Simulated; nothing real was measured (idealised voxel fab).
Process module, titled voxel tone inversion
Xsec cut, 155 nm wide, square cell size 5 nm.
Cross-sections here: square-cell grids, written as top-down lists of bands, a band being one or more rows of cells. Heads up on the band format: heights come first, top then bottom, in nm. After that it's the materials left to right, each with its width in nm. A single material flagged "everywhere" fills the whole band edge to edge, and "empty" means there's empty space there. Basically, 0 is our baseline, since under it the wafer straight out of the box is all one material. The bottom band has no lower end and keeps on going down, so it looks like "top 0, no bottom". Graded width ("30 to 40"): value in top row of band = first number; value in bottom row = second number; row-to-row change constant. Basically "nothing changed" means that step didn't change any cell in the cross-section. You'll see "Enclosed internal cavities" listing empty spaces that have no way open to the top, as long as they're 8 cells or more; the notation is width x height at distance, where the distance is from the left edge, and all of it is in nm. Note: text after step settings on the step line = simulator remark on that step. You can add "overlay nm" to a step's line. For a step with a mask, it describes how far the mask lay to the right of its planned position, and a negative number describes a lay to the left.

Below is the list of planned process steps
1) RECEIVE, material Si
2) CONFORMAL_DEP, material SiN, thk nm 5
3) DIRECTIONAL_DEP, material polySi, thk nm 15
4) PATTERN, tone cover, mask id POSTS, material resist, width nm 15, pitch nm 55, thk nm 20, overlay nm 0
5) DIRECTIONAL_ETCH, etch materials polySi, depth nm 15
6) STRIP, etch materials resist
7) FILL_DEP, material lowk, thk nm 5
8) CMP, height nm 20
9) STRIP, etch materials polySi
10) CONFORMAL_DEP, material TiN, thk nm 5
11) FILL_DEP, material Ru, thk nm 10
12) CMP, height nm 20
13) CONFORMAL_DEP, material SiN, thk nm 5
The width nm used in step 4 is not the same on every wafer, whereas the starting condition is; the value printed in the plan is the first wafer's.

Cut through the first of several wafers as received, post step 1
  top 0, no bottom  Si everywhere
  Enclosed internal cavities: none

The table below has one row for each wafer; a row shows, as of the end of the module, how many cells of each material the wafer has gained, marked (+), or lost, marked (-), since it was received, and then the wafer's closed voids
width nm 15; +4 Ru; +62 SiN; +14 TiN; +75 lowk; Enclosed internal cavities: none
width nm 20; +8 Ru; +62 SiN; +16 TiN; +69 lowk; Enclosed internal cavities: none
width nm 25; +12 Ru; +62 SiN; +18 TiN; +63 lowk; Enclosed internal cavities: none
width nm 30; +16 Ru; +62 SiN; +20 TiN; +57 lowk; Enclosed internal cavities: none
width nm 35; +20 Ru; +62 SiN; +22 TiN; +51 lowk; Enclosed internal cavities: none
width nm 40; +24 Ru; +62 SiN; +24 TiN; +45 lowk; Enclosed internal cavities: none
